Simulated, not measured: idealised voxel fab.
Documented hereafter: the process module known as voxel tone inversion.
Cross-section cut: width 160 nm, square cells of 5 nm.
Just so we're on the same page, the cross-sections are grids of square cells, and they're listed out in bands top to bottom, each band one or more rows deep. The entry gives the band's vertical extent as a top height and a bottom height in nm, then its horizontal make-up as materials from left to right, each with a width in nm. "air" stands for empty space; a single material marked "all across" fills the band edge to edge. The reference from which all heights are counted is 0, the level beneath which the as-received wafer is entirely one material; the lowest band, having no lower bound, proceeds downward and is written after the example "0..down". The two numbers in a width such as "30->40" mark its ends across the band: the first belongs to the top row of cells, the second to the bottom row, and from each row to the next the width moves by the same amount. "left unchanged" (step): cross-section cells unchanged, all of them. Empty spaces without an open route to the top, at least 8 cells in extent, make up the entry "Voids, fully enclosed"; each is given as width x height at distance, where the distance is measured from the left edge, and all are in nm. If you see something after the settings on a step's line, that's the simulator's own remark about that step. The optional step-line setting "overlay nm" applies to steps with a mask and quantifies how far to the right of its planned location the mask lay, a negative value indicating leftward placement.

# This section lists the process steps that were planned
1. RECEIVE (material Si)
2. CONFORMAL_DEP (material SiCN; thk nm 5)
3. DIRECTIONAL_DEP (material aC; thk nm 25)
4. PATTERN (tone cover; mask id POSTS; material resist; width nm 25; pitch nm 40; thk nm 30; overlay nm -10)
5. DIRECTIONAL_ETCH (etch materials aC; depth nm 25)
6. STRIP (etch materials resist)
7. FILL_DEP (material SiO2; thk nm 5)
8. CMP (height nm 30)
9. STRIP (etch materials aC)
The overlay nm used in step 4 is not the same on every wafer, whereas the starting condition is; the value printed in the plan is the first wafer's.

# Cross-section of the first of several received wafers, showing its state after step 1
    0..down = Si all across
    Voids, fully enclosed: none

# wafer rows; end of module; cells per material since receipt: (+) gained, (-) lost; then closed voids
overlay nm -10 | +32 SiCN | +85 SiO2 | Voids, fully enclosed: none
overlay nm -5 | +32 SiCN | +85 SiO2 | Voids, fully enclosed: none
overlay nm 0 | +32 SiCN | +85 SiO2 | Voids, fully enclosed: none
overlay nm 5 | +32 SiCN | +85 SiO2 | Voids, fully enclosed: none
overlay nm 10 | +32 SiCN | +85 SiO2 | Voids, fully enclosed: none
overlay nm 15 | +32 SiCN | +85 SiO2 | Voids, fully enclosed: none
